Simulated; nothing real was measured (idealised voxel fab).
Process module name: voxel fin reveal
280 nm wide, 5 nm square cells: that's cross-section cut.
In what follows, cross-sections appear as grids of square cells, described through bands that run from the top down, where every band is one or more rows of cells.
Look at the band entry: it leads with the top's height and the bottom's height in nm. Then it lists the materials left to right, with a width in nm for each. The word "all across" on a single material says that material fills the band edge to edge. The word "air" is empty space.
For the purposes of this specification, 0 denotes the height below which the wafer in its as-received condition is composed wholly of one material, and the lowermost band, lacking a lower limit, extends downward without end, as expressed in "0 down".
A width given as "30..40" starts at the first number in the band's top row and ends at the second number in its bottom row, shifting by an equal amount at every step from row to row.
A step reported as "no alterations made" is a step in which no cell of the cross-section changed.
"Completely sealed voids" means: voids of 8 cells or more that are shut off from the top with no open way through. Written width x height at distance, distance from the left edge, in nm.
Read whatever lies past the settings on a step's line as the simulator's own remark about the step.
overlay nm, on a step with a mask: how far to the right of its planned place the mask lay; to the left if negative
**The following list gives the planned process steps**
1 RECEIVE (material Si)
2 CONFORMAL_DEP (material SiN; thk nm 5)
3 PATTERN (tone cover; mask id FINS; material resist; width nm 15; pitch nm 40; thk nm 20; overlay nm 0)
4 DIRECTIONAL_ETCH (etch materials SiN; depth nm 5)
5 DIRECTIONAL_ETCH (etch materials Si; depth nm 40)
6 STRIP (etch materials resist)
7 OXIDIZE (depth nm 5)
8 FILL_DEP (material SiO2; thk nm 15)
9 CMP (height nm 5)
10 SELECTIVE_ETCH (etch materials SiO2; depth nm 35)
11 STRIP (etch materials SiN)
**Cross-section of the wafer upon arrival, representing the state reached after step 1**
* 0 down | Si all across
* Completely sealed voids: none
**End-of-module cross-section. Starting structure and process plan as above; one mistake made in running it**
* 0 to -40 | air (75) | Si (5) | air (35) | Si (5) | air (35) | Si (5) | air (35) | Si (5) | air (80)
* -40 to -45 | SiO2 (75) | Si (5) | SiO2 (35) | Si (5) | SiO2 (35) | Si (5) | SiO2 (35) | Si (5) | SiO2 (80)
* -45 down | Si all across
* Completely sealed voids: none
Nonconformance to the process plan: step 10: run off-plan, actual operation and settings SELECTIVE_ETCH (etch materials SiO2; depth nm 45)
